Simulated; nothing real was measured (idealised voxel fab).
Presented below is a process module, voxel transistor to metal.
For reference, the cross-section in this document is cut, with width 215 nm and square cells of 5 nm.
A cross-section is written here as square cells arranged in a grid, and it is given in bands from the top down, each band taking up one or more rows of cells.
Basically the band line says how high the top is and how high the bottom is, in nm, and then what's in it from left to right, every material with its width in nm. Empty space shows up as "air", and if a single material carries "throughout" it runs the full band edge to edge.
Heads up on the height convention: 0 is the point under which the incoming wafer is all one material, and the lowest band has no bottom, it just keeps going down, like "0 and below".
So if you see something like "30->40" for the width, read it as the top row of the band sitting at the first number and the bottom row at the second, with every row in between moving by the same amount as the last.
No cell of the cross-section changed in a step that is given as "remained unchanged".
Empty spaces counting at least 8 cells and having no open way to the top are listed in "Sealed voids". The notation width x height at distance is used for each, the distance being from the left edge and all three values in nm.
Read whatever lies past the settings on a step's line as the simulator's own remark about the step.
A step line may carry the setting "overlay nm", which, for steps involving a mask, states the distance by which the mask lay to the right of its intended position; negative values denote displacement to the left.
Steps in the process plan
1,RECEIVE [material Si]
2,CONFORMAL_DEP [material SiO2] [thk nm 5]
3,CONFORMAL_DEP [material SiN] [thk nm 10]
4,DIRECTIONAL_DEP [material aC] [thk nm 15]
5,PATTERN [tone cover] [mask id ACTIVE] [material resist] [width nm 115] [thk nm 30] [overlay nm 0]
6,DIRECTIONAL_ETCH [etch materials aC] [depth nm 15]
7,STRIP [etch materials resist]
8,DIRECTIONAL_ETCH [etch materials SiN] [depth nm 10]
9,DIRECTIONAL_ETCH [etch materials SiO2] [depth nm 5]
10,DIRECTIONAL_ETCH [etch materials Si] [depth nm 30]
11,STRIP [etch materials aC]
12,FILL_DEP [material SiO2] [thk nm 10]
13,CMP [height nm 15]
14,SELECTIVE_ETCH [etch materials SiO2] [depth nm 5]
15,STRIP [etch materials SiN]
16,SELECTIVE_ETCH [etch materials SiO2] [depth nm 5]
17,OXIDIZE [depth nm 5]
18,DIRECTIONAL_DEP [material polySi] [thk nm 30]
19,DIRECTIONAL_DEP [material SiCN] [thk nm 15]
20,MASKED_ETCH [tone cover] [mask id GATE] [width nm 35] [etch materials SiCN] [depth nm 25] [overlay nm 0]
21,MASKED_ETCH [tone cover] [mask id GATE] [width nm 35] [etch materials polySi] [depth nm 40] [overlay nm 0]
22,CONFORMAL_DEP [material SiO2] [thk nm 5]
23,DIRECTIONAL_ETCH [etch materials SiO2] [depth nm 5]
24,CONFORMAL_DEP [material SiN] [thk nm 5]
25,DIRECTIONAL_ETCH [etch materials SiN] [depth nm 5]
26,DIRECTIONAL_ETCH [etch materials SiO2] [depth nm 5]
27,DIRECTIONAL_ETCH [etch materials Si] [depth nm 15]
28,EPI [material pSi] [thk nm 20]
29,FILL_DEP [material SiO2] [thk nm 5]
30,CMP [height nm 30]
31,STRIP [etch materials polySi]
32,SELECTIVE_ETCH [etch materials SiO2] [depth nm 5]
33,CONFORMAL_DEP [material HfO2] [thk nm 5]
34,CONFORMAL_DEP [material TiN] [thk nm 5]
35,FILL_DEP [material W] [thk nm 5]
36,CMP [height nm 25]
37,DIRECTIONAL_DEP [material SiO2] [thk nm 10]
38,MASKED_ETCH [tone open] [mask id CONTACT] [width nm 20] [pitch nm 85] [etch materials SiO2] [depth nm 20] [overlay nm 0]
39,CONFORMAL_DEP [material TiN] [thk nm 5]
40,FILL_DEP [material W] [thk nm 5]
41,CMP [height nm 35]
42,DIRECTIONAL_DEP [material TiN] [thk nm 5]
43,DIRECTIONAL_DEP [material W] [thk nm 15]
44,MASKED_ETCH [tone cover] [mask id METAL_1] [width nm 20] [pitch nm 85] [etch materials W] [depth nm 15] [overlay nm 0]
45,MASKED_ETCH [tone cover] [mask id METAL_1] [width nm 20] [pitch nm 85] [etch materials TiN] [depth nm 5] [overlay nm 0]
46,FILL_DEP [material SiO2] [thk nm 5]
47,CMP [height nm 55]
48,CONFORMAL_DEP [material SiN] [thk nm 5]
Wafer cross-section on receipt, i.e. after step 1
0 and below  Si throughout
Sealed voids: none
This is how the wafer looks in cross-section once the module is done, given the starting state and plan above and one mistake in carrying the plan out
60 down to 55  SiN throughout
55 down to 40  SiO2 55 nm; W 20 nm; SiO2 65 nm; W 20 nm; SiO2 55 nm
40 down to 35  SiO2 55 nm; TiN 20 nm; SiO2 65 nm; TiN 20 nm; SiO2 55 nm
35 down to 25  SiO2 55 nm; TiN 5 nm; W 10 nm; TiN 5 nm; SiO2 65 nm; TiN 5 nm; W 10 nm; TiN 5 nm; SiO2 55 nm
25 down to 20  SiO2 55 nm; TiN 5 nm; W 10 nm; TiN 5 nm; SiO2 5 nm; SiN 5 nm; HfO2 5 nm; TiN 5 nm; W 25 nm; TiN 5 nm; HfO2 5 nm; SiN 5 nm; SiO2 5 nm; TiN 5 nm; W 10 nm; TiN 5 nm; SiO2 55 nm
20 down to 15  SiO2 55 nm; TiN 20 nm; SiO2 5 nm; SiN 5 nm; HfO2 5 nm; TiN 5 nm; W 25 nm; TiN 5 nm; HfO2 5 nm; SiN 5 nm; SiO2 5 nm; TiN 20 nm; SiO2 55 nm
15 down to 10  SiO2 25 nm; pSi 30 nm; SiO2 25 nm; SiN 5 nm; HfO2 5 nm; TiN 5 nm; W 25 nm; TiN 5 nm; HfO2 5 nm; SiN 5 nm; SiO2 25 nm; pSi 30 nm; SiO2 25 nm
10 down to 5  SiO2 25 nm; pSi 30 nm; SiO2 25 nm; SiN 5 nm; HfO2 5 nm; TiN 35 nm; HfO2 5 nm; SiN 5 nm; SiO2 25 nm; pSi 30 nm; SiO2 25 nm
5 down to 0  SiO2 25 nm; pSi 20 nm; SiN 5 nm; pSi 5 nm; SiO2 30 nm; HfO2 45 nm; SiO2 30 nm; pSi 5 nm; SiN 5 nm; pSi 20 nm; SiO2 25 nm
0 down to -5  pSi 45 nm; SiO2 125 nm; pSi 45 nm
-5 down to -20  pSi 45 nm; Si 5 nm; SiO2 115 nm; Si 5 nm; pSi 45 nm
-20 down to -30  Si 50 nm; SiO2 115 nm; Si 50 nm
-30 and below  Si throughout
Sealed voids: none
Run error: step 5: run off-plan, actual operation and settings PATTERN [tone open] [mask id ACTIVE] [material resist] [width nm 115] [thk nm 30] [overlay nm 0]
